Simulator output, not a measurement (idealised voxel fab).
The process module presented herein is designated voxel spacer lines.
Section shown: cut. Width: 300 nm. Cell size: 5 nm, square.
If you're reading a cross-section in this doc, picture square cells in a grid; it comes to you as bands, top ones listed first down to the bottom, and a band can be one or more rows of cells.
Band: top and bottom heights (nm) first, top before bottom; then materials from left to right, widths in nm. "throughout" marks a sole material filling the band edge to edge. "empty" denotes empty space.
Heights are reckoned from 0. Under this level, the received wafer is all of one material. The bottommost band is open-ended downward, for example "0 -> down".
The notation "30->40" denotes a width that varies across the rows of cells in the band, beginning at the first number in the top row, finishing at the second number in the bottom row, and changing by an identical amount from each row to the next.
It should be understood that the words "remained the same", when stated for a given step, signify that the cross-section underwent no change in any of its cells during that step.
Each empty space that has no open way to the top and spans at least 8 cells appears under "closed voids" as width x height at distance, the distance counted from the left edge, all in nm.
What comes after the settings on a step's line is commentary from the simulator itself on that step.
overlay nm: how far to the right of its planned place the mask lay on this masked step (negative: to the left).
Read the rest as pairs. Take the cross-section before one process step, then the cross-section after it, which shows only down to the lowest band that changed. Under the pair, find the step between them and its settings. Bear in mind that pairs may come from different runs of this module on the same starting wafer: link a pair to the pair above it only where its entry headed "State on entry" says to.
[State on entry]
0 -> down  Si throughout
closed voids: none
[Post-Process Section]
5 -> 0  Al2O3 throughout
For the remainder of the cross-section, below 0, there is no change.
closed voids: none
Step lying between the two cross-sections just above: CONFORMAL_DEP,material Al2O3,thk nm 5
State on entry: carried over from the after image of the pair right above.
[Post-Process Section]
15 -> 5  polySi throughout
For the remainder of the cross-section, below 5, there is no change.
closed voids: none
Step lying between the two cross-sections just above: DIRECTIONAL_DEP,material polySi,thk nm 10
State on entry: carried over from the after image of the pair right above.
[Post-Process Section]
40 -> 15  aC throughout
For the remainder of the cross-section, below 15, there is no change.
closed voids: none
Step lying between the two cross-sections just above: DIRECTIONAL_DEP,material aC,thk nm 25
State on entry: carried over from the after image of the pair right above.
[Post-Process Section]
70 -> 40  empty: 110, then resist: 15, then empty: 45, then resist: 15, then empty: 115
For the remainder of the cross-section, below 40, there is no change.
closed voids: none
Step lying between the two cross-sections just above: PATTERN,tone cover,mask id MANDREL,material resist,width nm 15,pitch nm 60,thk nm 30,overlay nm 0
State on entry: carried over from the after image of the pair right above.
[Post-Process Section]
45 -> 40  empty: 110, then resist: 15, then empty: 45, then resist: 15, then empty: 115
40 -> 15  empty: 110, then aC: 15, then empty: 45, then aC: 15, then empty: 115
For the remainder of the cross-section, below 15, there is no change.
closed voids: none
Step lying between the two cross-sections just above: DIRECTIONAL_ETCH,etch materials aC,depth nm 25
State on entry: carried over from the after image of the pair right above.
[Post-Process Section]
40 -> 15  empty: 110, then aC: 15, then empty: 45, then aC: 15, then empty: 115
For the remainder of the cross-section, below 15, there is no change.
closed voids: none
Step lying between the two cross-sections just above: STRIP,etch materials resist
State on entry: carried over from the after image of the pair right above.
[Post-Process Section]
55 -> 40  empty: 95, then SiN: 45, then empty: 15, then SiN: 45, then empty: 100
40 -> 30  empty: 95, then SiN: 15, then aC: 15, then SiN: 15, then empty: 15, then SiN: 15, then aC: 15, then SiN: 15, then empty: 100
30 -> 15  SiN: 110, then aC: 15, then SiN: 45, then aC: 15, then SiN: 115
For the remainder of the cross-section, below 15, there is no change.
closed voids: none
Step lying between the two cross-sections just above: CONFORMAL_DEP,material SiN,thk nm 15
State on entry: carried over from the after image of the pair right above.
[Post-Process Section]
40 -> 15  empty: 95, then SiN: 15, then aC: 15, then SiN: 15, then empty: 15, then SiN: 15, then aC: 15, then SiN: 15, then empty: 100
For the remainder of the cross-section, below 15, there is no change.
closed voids: none
Step lying between the two cross-sections just above: DIRECTIONAL_ETCH,etch materials SiN,depth nm 15
State on entry: carried over from the after image of the pair right above.
[Post-Process Section]
40 -> 15  empty: 95, then SiN: 15, then empty: 15, then SiN: 15, then empty: 15, then SiN: 15, then empty: 15, then SiN: 15, then empty: 100
For the remainder of the cross-section, below 15, there is no change.
closed voids: none
Step lying between the two cross-sections just above: STRIP,etch materials aC
State on entry: carried over from the after image of the pair right above.
[Post-Process Section]
40 -> 15  empty: 95, then SiN: 15, then empty: 15, then SiN: 15, then empty: 15, then SiN: 15, then empty: 15, then SiN: 15, then empty: 100
15 -> 5  empty: 95, then polySi: 15, then empty: 15, then polySi: 15, then empty: 15, then polySi: 15, then empty: 15, then polySi: 15, then empty: 100
For the remainder of the cross-section, below 5, there is no change.
closed voids: none
Step lying between the two cross-sections just above: DIRECTIONAL_ETCH,etch materials polySi,depth nm 10
State on entry: carried over from the after image of the pair right above.
[Post-Process Section]
15 -> 5  empty: 95, then polySi: 15, then empty: 15, then polySi: 15, then empty: 15, then polySi: 15, then empty: 15, then polySi: 15, then empty: 100
For the remainder of the cross-section, below 5, there is no change.
closed voids: none
Step lying between the two cross-sections just above: STRIP,etch materials SiN
State on entry: carried over from the after image of the pair right above.
[Post-Process Section]
25 -> 15  lowk throughout
15 -> 5  lowk: 95, then polySi: 15, then lowk: 15, then polySi: 15, then lowk: 15, then polySi: 15, then lowk: 15, then polySi: 15, then lowk: 100
For the remainder of the cross-section, below 5, there is no change.
closed voids: none
Step lying between the two cross-sections just above: FILL_DEP,material lowk,thk nm 10
State on entry: carried over from the after image of the pair right above.
[Post-Process Section]
15 -> 5  lowk: 95, then polySi: 15, then lowk: 15, then polySi: 15, then lowk: 15, then polySi: 15, then lowk: 15, then polySi: 15, then lowk: 100
For the remainder of the cross-section, below 5, there is no change.
closed voids: none
Step lying between the two cross-sections just above: CMP,height nm 15
[State on entry]
0 -> down  Si throughout
closed voids: none
[Post-Process Section]
10 -> 0  polySi throughout
For the remainder of the cross-section, below 0, there is no change.
closed voids: none
Step lying between the two cross-sections just above: DIRECTIONAL_DEP,material polySi,thk nm 10
State on entry: carried over from the after image of the pair right above.
[Post-Process Section]
35 -> 10  aC throughout
For the remainder of the cross-section, below 10, there is no change.
closed voids: none
Step lying between the two cross-sections just above: DIRECTIONAL_DEP,material aC,thk nm 25
State on entry: carried over from the after image of the pair right above.
[Post-Process Section]
65 -> 35  empty: 110, then resist: 15, then empty: 45, then resist: 15, then empty: 115
For the remainder of the cross-section, below 35, there is no change.
closed voids: none
Step lying between the two cross-sections just above: PATTERN,tone cover,mask id MANDREL,material resist,width nm 15,pitch nm 60,thk nm 30,overlay nm 0
State on entry: carried over from the after image of the pair right above.
[Post-Process Section]
40 -> 35  empty: 110, then resist: 15, then empty: 45, then resist: 15, then empty: 115
35 -> 10  empty: 110, then aC: 15, then empty: 45, then aC: 15, then empty: 115
For the remainder of the cross-section, below 10, there is no change.
closed voids: none
Step lying between the two cross-sections just above: DIRECTIONAL_ETCH,etch materials aC,depth nm 25
State on entry: carried over from the after image of the pair right above.
[Post-Process Section]
35 -> 10  empty: 110, then aC: 15, then empty: 45, then aC: 15, then empty: 115
For the remainder of the cross-section, below 10, there is no change.
closed voids: none
Step lying between the two cross-sections just above: STRIP,etch materials resist
State on entry: carried over from the after image of the pair right above.
[Post-Process Section]
50 -> 35  empty: 95, then SiN: 45, then empty: 15, then SiN: 45, then empty: 100
35 -> 25  empty: 95, then SiN: 15, then aC: 15, then SiN: 15, then empty: 15, then SiN: 15, then aC: 15, then SiN: 15, then empty: 100
25 -> 10  SiN: 110, then aC: 15, then SiN: 45, then aC: 15, then SiN: 115
For the remainder of the cross-section, below 10, there is no change.
closed voids: none
Step lying between the two cross-sections just above: CONFORMAL_DEP,material SiN,thk nm 15
State on entry: carried over from the after image of the pair right above.
[Post-Process Section]
35 -> 10  empty: 95, then SiN: 15, then aC: 15, then SiN: 15, then empty: 15, then SiN: 15, then aC: 15, then SiN: 15, then empty: 100
For the remainder of the cross-section, below 10, there is no change.
closed voids: none
Step lying between the two cross-sections just above: DIRECTIONAL_ETCH,etch materials SiN,depth nm 15
State on entry: carried over from the after image of the pair right above.
[Post-Process Section]
35 -> 10  empty: 95, then SiN: 15, then empty: 15, then SiN: 15, then empty: 15, then SiN: 15, then empty: 15, then SiN: 15, then empty: 100
For the remainder of the cross-section, below 10, there is no change.
closed voids: none
Step lying between the two cross-sections just above: STRIP,etch materials aC
State on entry: carried over from the after image of the pair right above.
[Post-Process Section]
35 -> 10  empty: 95, then SiN: 15, then empty: 15, then SiN: 15, then empty: 15, then SiN: 15, then empty: 15, then SiN: 15, then empty: 100
10 -> 0  empty: 95, then polySi: 15, then empty: 15, then polySi: 15, then empty: 15, then polySi: 15, then empty: 15, then polySi: 15, then empty: 100
For the remainder of the cross-section, below 0, there is no change.
closed voids: none
Step lying between the two cross-sections just above: DIRECTIONAL_ETCH,etch materials polySi,depth nm 10
State on entry: carried over from the after image of the pair right above.
[Post-Process Section]
10 -> 0  empty: 95, then polySi: 15, then empty: 15, then polySi: 15, then empty: 15, then polySi: 15, then empty: 15, then polySi: 15, then empty: 100
For the remainder of the cross-section, below 0, there is no change.
closed voids: none
Step lying between the two cross-sections just above: STRIP,etch materials SiN
State on entry: carried over from the after image of the pair right above.
[Post-Process Section]
20 -> 10  lowk throughout
10 -> 0  lowk: 95, then polySi: 15, then lowk: 15, then polySi: 15, then lowk: 15, then polySi: 15, then lowk: 15, then polySi: 15, then lowk: 100
For the remainder of the cross-section, below 0, there is no change.
closed voids: none
Step lying between the two cross-sections just above: FILL_DEP,material lowk,thk nm 10
State on entry: carried over from the after image of the pair right above.
[Post-Process Section]
15 -> 10  lowk throughout
For the remainder of the cross-section, below 10, there is no change.
closed voids: none
Step lying between the two cross-sections just above: CMP,height nm 15
[State on entry]
10 -> 0  polySi throughout
0 -> down  Si throughout
closed voids: none
[Post-Process Section]
15 -> 10  Al2O3 throughout
For the remainder of the cross-section, below 10, there is no change.
closed voids: none
Step lying between the two cross-sections just above: CONFORMAL_DEP,material Al2O3,thk nm 5
State on entry: carried over from the after image of the pair right above.
[Post-Process Section]
40 -> 15  aC throughout
For the remainder of the cross-section, below 15, there is no change.
closed voids: none
Step lying between the two cross-sections just above: DIRECTIONAL_DEP,material aC,thk nm 25
State on entry: carried over from the after image of the pair right above.
[Post-Process Section]
70 -> 40  empty: 110, then resist: 15, then empty: 45, then resist: 15, then empty: 115
For the remainder of the cross-section, below 40, there is no change.
closed voids: none
Step lying between the two cross-sections just above: PATTERN,tone cover,mask id MANDREL,material resist,width nm 15,pitch nm 60,thk nm 30,overlay nm 0
State on entry: carried over from the after image of the pair right above.
[Post-Process Section]
45 -> 40  empty: 110, then resist: 15, then empty: 45, then resist: 15, then empty: 115
40 -> 15  empty: 110, then aC: 15, then empty: 45, then aC: 15, then empty: 115
For the remainder of the cross-section, below 15, there is no change.
closed voids: none
Step lying between the two cross-sections just above: DIRECTIONAL_ETCH,etch materials aC,depth nm 25
State on entry: carried over from the after image of the pair right above.
[Post-Process Section]
40 -> 15  empty: 110, then aC: 15, then empty: 45, then aC: 15, then empty: 115
For the remainder of the cross-section, below 15, there is no change.
closed voids: none
Step lying between the two cross-sections just above: STRIP,etch materials resist
State on entry: carried over from the after image of the pair right above.
[Post-Process Section]
55 -> 40  empty: 95, then SiN: 45, then empty: 15, then SiN: 45, then empty: 100
40 -> 30  empty: 95, then SiN: 15, then aC: 15, then SiN: 15, then empty: 15, then SiN: 15, then aC: 15, then SiN: 15, then empty: 100
30 -> 15  SiN: 110, then aC: 15, then SiN: 45, then aC: 15, then SiN: 115
For the remainder of the cross-section, below 15, there is no change.
closed voids: none
Step lying between the two cross-sections just above: CONFORMAL_DEP,material SiN,thk nm 15
State on entry: carried over from the after image of the pair right above.
[Post-Process Section]
40 -> 15  empty: 95, then SiN: 15, then aC: 15, then SiN: 15, then empty: 15, then SiN: 15, then aC: 15, then SiN: 15, then empty: 100
For the remainder of the cross-section, below 15, there is no change.
closed voids: none
Step lying between the two cross-sections just above: DIRECTIONAL_ETCH,etch materials SiN,depth nm 15
State on entry: carried over from the after image of the pair right above.
[Post-Process Section]
40 -> 15  empty: 95, then SiN: 15, then empty: 15, then SiN: 15, then empty: 15, then SiN: 15, then empty: 15, then SiN: 15, then empty: 100
For the remainder of the cross-section, below 15, there is no change.
closed voids: none
Step lying between the two cross-sections just above: STRIP,etch materials aC
State on entry: carried over from the after image of the pair right above.
[Post-Process Section]
15 -> 10  Al2O3 throughout
For the remainder of the cross-section, below 10, there is no change.
closed voids: none
Step lying between the two cross-sections just above: STRIP,etch materials SiN
State on entry: carried over from the after image of the pair right above.
[Post-Process Section]
25 -> 15  lowk throughout
For the remainder of the cross-section, below 15, there is no change.
closed voids: none
Step lying between the two cross-sections just above: FILL_DEP,material lowk,thk nm 10
State on entry: carried over from the after image of the pair right above.
[Post-Process Section]
15 -> 10  Al2O3 throughout
For the remainder of the cross-section, below 10, there is no change.
closed voids: none
Step lying between the two cross-sections just above: CMP,height nm 15
[State on entry]
25 -> 15  lowk throughout
15 -> 5  lowk: 95, then polySi: 15, then lowk: 15, then polySi: 15, then lowk: 15, then polySi: 15, then lowk: 15, then polySi: 15, then lowk: 100
5 -> 0  Al2O3 throughout
0 -> down  Si throughout
closed voids: none
[Post-Process Section]
5 -> 0  Al2O3 throughout
For the remainder of the cross-section, below 0, there is no change.
closed voids: none
Step lying between the two cross-sections just above: CMP,height nm 5
[State on entry]
40 -> 15  aC throughout
15 -> 5  polySi throughout
5 -> 0  Al2O3 throughout
0 -> down  Si throughout
closed voids: none
[Post-Process Section]
70 -> 40  empty: 110, then resist: 20, then empty: 40, then resist: 20, then empty: 110
For the remainder of the cross-section, below 40, there is no change.
closed voids: none
Step lying between the two cross-sections just above: PATTERN,tone cover,mask id MANDREL,material resist,width nm 20,pitch nm 60,thk nm 30,overlay nm 0
State on entry: carried over from the after image of the pair right above.
[Post-Process Section]
45 -> 40  empty: 110, then resist: 20, then empty: 40, then resist: 20, then empty: 110
40 -> 15  empty: 110, then aC: 20, then empty: 40, then aC: 20, then empty: 110
For the remainder of the cross-section, below 15, there is no change.
closed voids: none
Step lying between the two cross-sections just above: DIRECTIONAL_ETCH,etch materials aC,depth nm 25
State on entry: carried over from the after image of the pair right above.
[Post-Process Section]
40 -> 15  empty: 110, then aC: 20, then empty: 40, then aC: 20, then empty: 110
For the remainder of the cross-section, below 15, there is no change.
closed voids: none
Step lying between the two cross-sections just above: STRIP,etch materials resist
State on entry: carried over from the after image of the pair right above.
[Post-Process Section]
55 -> 40  empty: 95, then SiN: 50, then empty: 10, then SiN: 50, then empty: 95
40 -> 30  empty: 95, then SiN: 15, then aC: 20, then SiN: 15, then empty: 10, then SiN: 15, then aC: 20, then SiN: 15, then empty: 95
30 -> 15  SiN: 110, then aC: 20, then SiN: 40, then aC: 20, then SiN: 110
For the remainder of the cross-section, below 15, there is no change.
closed voids: none
Step lying between the two cross-sections just above: CONFORMAL_DEP,material SiN,thk nm 15
State on entry: carried over from the after image of the pair right above.
[Post-Process Section]
40 -> 15  empty: 95, then SiN: 15, then aC: 20, then SiN: 15, then empty: 10, then SiN: 15, then aC: 20, then SiN: 15, then empty: 95
For the remainder of the cross-section, below 15, there is no change.
closed voids: none
Step lying between the two cross-sections just above: DIRECTIONAL_ETCH,etch materials SiN,depth nm 15
State on entry: carried over from the after image of the pair right above.
[Post-Process Section]
40 -> 15  empty: 95, then SiN: 15, then empty: 20, then SiN: 15, then empty: 10, then SiN: 15, then empty: 20, then SiN: 15, then empty: 95
For the remainder of the cross-section, below 15, there is no change.
closed voids: none
Step lying between the two cross-sections just above: STRIP,etch materials aC
State on entry: carried over from the after image of the pair right above.
[Post-Process Section]
40 -> 15  empty: 95, then SiN: 15, then empty: 20, then SiN: 15, then empty: 10, then SiN: 15, then empty: 20, then SiN: 15, then empty: 95
15 -> 5  empty: 95, then polySi: 15, then empty: 20, then polySi: 15, then empty: 10, then polySi: 15, then empty: 20, then polySi: 15, then empty: 95
For the remainder of the cross-section, below 5, there is no change.
closed voids: none
Step lying between the two cross-sections just above: DIRECTIONAL_ETCH,etch materials polySi,depth nm 10
State on entry: carried over from the after image of the pair right above.
[Post-Process Section]
15 -> 5  empty: 95, then polySi: 15, then empty: 20, then polySi: 15, then empty: 10, then polySi: 15, then empty: 20, then polySi: 15, then empty: 95
For the remainder of the cross-section, below 5, there is no change.
closed voids: none
Step lying between the two cross-sections just above: STRIP,etch materials SiN
State on entry: carried over from the after image of the pair right above.
[Post-Process Section]
25 -> 15  lowk throughout
15 -> 5  lowk: 95, then polySi: 15, then lowk: 20, then polySi: 15, then lowk: 10, then polySi: 15, then lowk: 20, then polySi: 15, then lowk: 95
For the remainder of the cross-section, below 5, there is no change.
closed voids: none
Step lying between the two cross-sections just above: FILL_DEP,material lowk,thk nm 10
State on entry: carried over from the after image of the pair right above.
[Post-Process Section]
15 -> 5  lowk: 95, then polySi: 15, then lowk: 20, then polySi: 15, then lowk: 10, then polySi: 15, then lowk: 20, then polySi: 15, then lowk: 95
For the remainder of the cross-section, below 5, there is no change.
closed voids: none
Step lying between the two cross-sections just above: CMP,height nm 15
[State on entry]
40 -> 15  aC throughout
15 -> 5  polySi throughout
5 -> 0  Al2O3 throughout
0 -> down  Si throughout
closed voids: none
[Post-Process Section]
70 -> 40  empty: 115, then resist: 15, then empty: 45, then resist: 15, then empty: 110
For the remainder of the cross-section, below 40, there is no change.
closed voids: none
Step lying between the two cross-sections just above: PATTERN,tone cover,mask id MANDREL,material resist,width nm 15,pitch nm 60,thk nm 30,overlay nm 5
State on entry: carried over from the after image of the pair right above.
[Post-Process Section]
45 -> 40  empty: 115, then resist: 15, then empty: 45, then resist: 15, then empty: 110
40 -> 15  empty: 115, then aC: 15, then empty: 45, then aC: 15, then empty: 110
For the remainder of the cross-section, below 15, there is no change.
closed voids: none
Step lying between the two cross-sections just above: DIRECTIONAL_ETCH,etch materials aC,depth nm 25
State on entry: carried over from the after image of the pair right above.
[Post-Process Section]
40 -> 15  empty: 115, then aC: 15, then empty: 45, then aC: 15, then empty: 110
For the remainder of the cross-section, below 15, there is no change.
closed voids: none
Step lying between the two cross-sections just above: STRIP,etch materials resist
State on entry: carried over from the after image of the pair right above.
[Post-Process Section]
55 -> 40  empty: 100, then SiN: 45, then empty: 15, then SiN: 45, then empty: 95
40 -> 30  empty: 100, then SiN: 15, then aC: 15, then SiN: 15, then empty: 15, then SiN: 15, then aC: 15, then SiN: 15, then empty: 95
30 -> 15  SiN: 115, then aC: 15, then SiN: 45, then aC: 15, then SiN: 110
For the remainder of the cross-section, below 15, there is no change.
closed voids: none
Step lying between the two cross-sections just above: CONFORMAL_DEP,material SiN,thk nm 15
State on entry: carried over from the after image of the pair right above.
[Post-Process Section]
40 -> 15  empty: 100, then SiN: 15, then aC: 15, then SiN: 15, then empty: 15, then SiN: 15, then aC: 15, then SiN: 15, then empty: 95
For the remainder of the cross-section, below 15, there is no change.
closed voids: none
Step lying between the two cross-sections just above: DIRECTIONAL_ETCH,etch materials SiN,depth nm 15
State on entry: carried over from the after image of the pair right above.
[Post-Process Section]
40 -> 15  empty: 100, then SiN: 15, then empty: 15, then SiN: 15, then empty: 15, then SiN: 15, then empty: 15, then SiN: 15, then empty: 95
For the remainder of the cross-section, below 15, there is no change.
closed voids: none
Step lying between the two cross-sections just above: STRIP,etch materials aC
State on entry: carried over from the after image of the pair right above.
[Post-Process Section]
40 -> 15  empty: 100, then SiN: 15, then empty: 15, then SiN: 15, then empty: 15, then SiN: 15, then empty: 15, then SiN: 15, then empty: 95
15 -> 5  empty: 100, then polySi: 15, then empty: 15, then polySi: 15, then empty: 15, then polySi: 15, then empty: 15, then polySi: 15, then empty: 95
For the remainder of the cross-section, below 5, there is no change.
closed voids: none
Step lying between the two cross-sections just above: DIRECTIONAL_ETCH,etch materials polySi,depth nm 10
State on entry: carried over from the after image of the pair right above.
[Post-Process Section]
15 -> 5  empty: 100, then polySi: 15, then empty: 15, then polySi: 15, then empty: 15, then polySi: 15, then empty: 15, then polySi: 15, then empty: 95
For the remainder of the cross-section, below 5, there is no change.
closed voids: none
Step lying between the two cross-sections just above: STRIP,etch materials SiN
State on entry: carried over from the after image of the pair right above.
[Post-Process Section]
25 -> 15  lowk throughout
15 -> 5  lowk: 100, then polySi: 15, then lowk: 15, then polySi: 15, then lowk: 15, then polySi: 15, then lowk: 15, then polySi: 15, then lowk: 95
For the remainder of the cross-section, below 5, there is no change.
closed voids: none
Step lying between the two cross-sections just above: FILL_DEP,material lowk,thk nm 10
State on entry: carried over from the after image of the pair right above.
[Post-Process Section]
15 -> 5  lowk: 100, then polySi: 15, then lowk: 15, then polySi: 15, then lowk: 15, then polySi: 15, then lowk: 15, then polySi: 15, then lowk: 95
For the remainder of the cross-section, below 5, there is no change.
closed voids: none
Step lying between the two cross-sections just above: CMP,height nm 15
[State on entry]
0 -> down  Si throughout
closed voids: none
[Post-Process Section]
5 -> 0  polySi throughout
For the remainder of the cross-section, below 0, there is no change.
closed voids: none
Step lying between the two cross-sections just above: CONFORMAL_DEP,material polySi,thk nm 5
State on entry: carried over from the after image of the pair right above.
[Post-Process Section]
15 -> 0  polySi throughout
For the remainder of the cross-section, below 0, there is no change.
closed voids: none
Step lying between the two cross-sections just above: DIRECTIONAL_DEP,material polySi,thk nm 10
State on entry: carried over from the after image of the pair right above.
[Post-Process Section]
40 -> 15  aC throughout
For the remainder of the cross-section, below 15, there is no change.
closed voids: none
Step lying between the two cross-sections just above: DIRECTIONAL_DEP,material aC,thk nm 25
State on entry: carried over from the after image of the pair right above.
[Post-Process Section]
70 -> 40  empty: 110, then resist: 15, then empty: 45, then resist: 15, then empty: 115
For the remainder of the cross-section, below 40, there is no change.
closed voids: none
Step lying between the two cross-sections just above: PATTERN,tone cover,mask id MANDREL,material resist,width nm 15,pitch nm 60,thk nm 30,overlay nm 0
State on entry: carried over from the after image of the pair right above.
[Post-Process Section]
45 -> 40  empty: 110, then resist: 15, then empty: 45, then resist: 15, then empty: 115
40 -> 15  empty: 110, then aC: 15, then empty: 45, then aC: 15, then empty: 115
For the remainder of the cross-section, below 15, there is no change.
closed voids: none
Step lying between the two cross-sections just above: DIRECTIONAL_ETCH,etch materials aC,depth nm 25
State on entry: carried over from the after image of the pair right above.
[Post-Process Section]
40 -> 15  empty: 110, then aC: 15, then empty: 45, then aC: 15, then empty: 115
For the remainder of the cross-section, below 15, there is no change.
closed voids: none
Step lying between the two cross-sections just above: STRIP,etch materials resist
State on entry: carried over from the after image of the pair right above.
[Post-Process Section]
55 -> 40  empty: 95, then SiN: 45, then empty: 15, then SiN: 45, then empty: 100
40 -> 30  empty: 95, then SiN: 15, then aC: 15, then SiN: 15, then empty: 15, then SiN: 15, then aC: 15, then SiN: 15, then empty: 100
30 -> 15  SiN: 110, then aC: 15, then SiN: 45, then aC: 15, then SiN: 115
For the remainder of the cross-section, below 15, there is no change.
closed voids: none
Step lying between the two cross-sections just above: CONFORMAL_DEP,material SiN,thk nm 15
State on entry: carried over from the after image of the pair right above.
[Post-Process Section]
40 -> 15  empty: 95, then SiN: 15, then aC: 15, then SiN: 15, then empty: 15, then SiN: 15, then aC: 15, then SiN: 15, then empty: 100
For the remainder of the cross-section, below 15, there is no change.
closed voids: none
Step lying between the two cross-sections just above: DIRECTIONAL_ETCH,etch materials SiN,depth nm 15
State on entry: carried over from the after image of the pair right above.
[Post-Process Section]
40 -> 15  empty: 95, then SiN: 15, then empty: 15, then SiN: 15, then empty: 15, then SiN: 15, then empty: 15, then SiN: 15, then empty: 100
For the remainder of the cross-section, below 15, there is no change.
closed voids: none
Step lying between the two cross-sections just above: STRIP,etch materials aC
State on entry: carried over from the after image of the pair right above.
[Post-Process Section]
40 -> 15  empty: 95, then SiN: 15, then empty: 15, then SiN: 15, then empty: 15, then SiN: 15, then empty: 15, then SiN: 15, then empty: 100
15 -> 5  empty: 95, then polySi: 15, then empty: 15, then polySi: 15, then empty: 15, then polySi: 15, then empty: 15, then polySi: 15, then empty: 100
For the remainder of the cross-section, below 5, there is no change.
closed voids: none
Step lying between the two cross-sections just above: DIRECTIONAL_ETCH,etch materials polySi,depth nm 10
State on entry: carried over from the after image of the pair right above.
[Post-Process Section]
15 -> 5  empty: 95, then polySi: 15, then empty: 15, then polySi: 15, then empty: 15, then polySi: 15, then empty: 15, then polySi: 15, then empty: 100
For the remainder of the cross-section, below 5, there is no change.
closed voids: none
Step lying between the two cross-sections just above: STRIP,etch materials SiN
State on entry: carried over from the after image of the pair right above.
[Post-Process Section]
25 -> 15  lowk throughout
15 -> 5  lowk: 95, then polySi: 15, then lowk: 15, then polySi: 15, then lowk: 15, then polySi: 15, then lowk: 15, then polySi: 15, then lowk: 100
For the remainder of the cross-section, below 5, there is no change.
closed voids: none
Step lying between the two cross-sections just above: FILL_DEP,material lowk,thk nm 10
State on entry: carried over from the after image of the pair right above.
[Post-Process Section]
15 -> 5  lowk: 95, then polySi: 15, then lowk: 15, then polySi: 15, then lowk: 15, then polySi: 15, then lowk: 15, then polySi: 15, then lowk: 100
For the remainder of the cross-section, below 5, there is no change.
closed voids: none
Step lying between the two cross-sections just above: CMP,height nm 15
